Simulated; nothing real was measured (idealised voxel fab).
Documented hereafter: the process module known as voxel local oxidation.
The width of the displayed cross-section, cut, is 245 nm; its cells are square, with a size of 5 nm.
Cross-section layout: square cells on a grid; listed as bands, top to bottom; a band spans one or more cell rows. Quick guide to a band line: top height, bottom height (nm) up front; then every material left to right with its width in nm. Only one material and it's marked "everywhere"? Then it fills the band edge to edge. And "empty" just means empty space. Height 0 is the level under which the wafer as received is all one material. The lowest band goes on downwards, as in "0 -> down". Width spec "30..40" -> top row of cells at first value, bottom row at second value, equal per-row change in between. "no modification" for a step: no cell of the cross-section changed in that step. "Entrapped voids" specifies each empty space that is not open to the top and that occupies no fewer than 8 cells, using the form width x height at distance, the distance measured from the left edge and all three quantities in nm. What comes after the settings on a step's line is commentary from the simulator itself on that step. overlay nm: on a step with a mask, how far right of its planned place the mask lay; negative means left.
HERE'S WHAT THE PLANNED PROCESS STEPS LOOK LIKE
1) RECEIVE with material Si
2) OXIDIZE with depth nm 5
3) CONFORMAL_DEP with material SiN, thk nm 15
4) MASKED_ETCH with tone cover, mask id ACTIVE, width nm 125, etch materials SiN, depth nm 15, overlay nm 0
5) SELECTIVE_ETCH with etch materials SiO2, depth nm 5
6) OXIDIZE with depth nm 10
7) STRIP with etch materials SiN
THE FIRST OF THE TWO WAFERS, WHICH RAN AS PLANNED
THIS IS THE CROSS-SECTION OF THE WAFER AS WE RECEIVED IT, I.E. AFTER STEP 1
	0 -> down  Si everywhere
	Entrapped voids: none
SECTIONAL VIEW: WAFER, AFTER STEP 2
	0 -> -5  SiO2 everywhere
	Under the height -5 nothing was changed.
SECTIONAL VIEW: WAFER, AFTER STEP 3
	15 -> 0  SiN everywhere
	Under the height 0 nothing was changed.
SECTIONAL VIEW: WAFER, AFTER STEP 4
	15 -> 0  60 empty, then 125 SiN, then 60 empty
	Under the height 0 nothing was changed.
SECTIONAL VIEW: WAFER, AFTER STEP 5
	15 -> 0  60 empty, then 125 SiN, then 60 empty
	0 -> -5  65 empty, then 115 SiO2, then 65 empty
	Under the height -5 nothing was changed.
SECTIONAL VIEW: WAFER, AFTER STEP 6
	15 -> 0  60 empty, then 125 SiN, then 60 empty
	0 -> -5  65 empty, then 115 SiO2, then 65 empty
	-5 -> -15  75 SiO2, then 95 Si, then 75 SiO2
	Under the height -15 nothing was changed.
SECTIONAL VIEW: WAFER, AFTER STEP 7
	0 -> -5  65 empty, then 115 SiO2, then 65 empty
	Under the height -5 nothing was changed.
COMPANION WAFER, THE SECOND OF TWO: SAME BEGINNING, SAME INTENDED SEQUENCE, ONE MISTAKE IN CARRYING IT OUT; THROUGH STEP 2 INCLUSIVE IT TRACKS THE FIRST EXACTLY
SECOND WAFER: CROSS-SECTION AT THE SCHEDULED END OF STEP 3
	15 -> -5  SiO2 everywhere
	Under the height -5 nothing was changed.
Second wafer: cross-section at the scheduled end of step 4: no modification
SECOND WAFER: CROSS-SECTION AT THE SCHEDULED END OF STEP 5
	10 -> -5  SiO2 everywhere
	Under the height -5 nothing was changed.
Second wafer: cross-section at the scheduled end of step 6: no modification
Second wafer: cross-section at the scheduled end of step 7: no modification
Heads up, the wafer didn't run the way we planned it: step 3 ran differently from the plan; actual operation with settings: CONFORMAL_DEP with material SiO2, thk nm 15
Upon completion, the second wafer contains, in terms of cells, a greater or smaller amount of certain materials than the first wafer: +60 Si | +64 SiO2
